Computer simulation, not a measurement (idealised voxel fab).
Process module in this document: voxel released beams
The width of the displayed cross-section, cut, is 195 nm; its cells are square, with a size of 5 nm.
Cross-section format: a grid of square cells, given as bands from top to bottom; each band is one or more rows of cells.
Band entry format. Leading values: height of top, height of bottom, nm. Remainder: materials in left-to-right order, each with its width in nm. Special words: "edge to edge" on a single material, which then fills the band edge to edge; "empty", empty space.
The level at which height equals 0 is the one under which the wafer, as it arrives, is entirely one material. No lower edge exists for the bottom band, which continues downward and is notated as in "0 down".
You'd read "30 to 40" like this: the band's top row of cells is as wide as the first number, its bottom row is as wide as the second, and going down, every row changes width by the same amount as the row before did.
"no change" after a step means that no cell of the cross-section changed.
So "Completely sealed voids" is basically the list of trapped voids: any empty space of 8 cells or more that can't reach the top through an opening. They're written width x height at distance, the distance being from the left edge, and it's all nm.
On each step's line, the part that comes after the settings is the simulator's own comment on the step.
You can add "overlay nm" to a step's line. For a step with a mask, it describes how far the mask lay to the right of its planned position, and a negative number describes a lay to the left.
-- This section lists the process steps that were planned
| 1 | RECEIVE (material Si) |
| 2 | CONFORMAL_DEP (material SiN; thk nm 10) |
| 3 | DIRECTIONAL_DEP (material SiO2; thk nm 20) |
| 4 | MASKED_ETCH (tone open; mask id ANCHOR; width nm 45; etch materials SiO2; depth nm 20; overlay nm 0) |
| 5 | CONFORMAL_DEP (material TiN; thk nm 15) |
| 6 | PATTERN (tone cover; mask id BEAM; material resist; width nm 125; thk nm 15; overlay nm 0) |
| 7 | DIRECTIONAL_ETCH (etch materials TiN; depth nm 15) |
| 8 | STRIP (etch materials resist) |
| 9 | STRIP (etch materials SiO2) |
-- As received (post step 1): cross-section
	0 down: Si edge to edge
	Completely sealed voids: none
-- First of two wafers at the end of the module, shown in cross-section; run carried out as planned
	45 to 30: empty=30 | TiN=20 | empty=15 | TiN=90 | empty=40
	30 to 25: empty=35 | TiN=15 | empty=15 | TiN=15 | empty=115
	25 to 10: empty=35 | TiN=45 | empty=115
	10 to 0: SiN edge to edge
	0 down: Si edge to edge
	Completely sealed voids: none
-- Cross-sectional view: second of two wafers, end of module; start and plan identical to the first, one mistake in running
	45 to 40: empty=30 | TiN=20 | empty=15 | TiN=90 | empty=40
	40 to 30: TiN=50 | empty=15 | TiN=130
	30 to 25: SiO2=35 | TiN=15 | empty=15 | TiN=15 | SiO2=115
	25 to 10: SiO2=35 | TiN=45 | SiO2=115
	10 to 0: SiN edge to edge
	0 down: Si edge to edge
	Completely sealed voids: none
What went wrong in running the wafer? step 7 changed vs plan, executed as DIRECTIONAL_ETCH (etch materials TiN; depth nm 5)
Wrapping up, a cell-based count of both wafers puts the second over or under the first for these materials: SiO2 +120, TiN +28
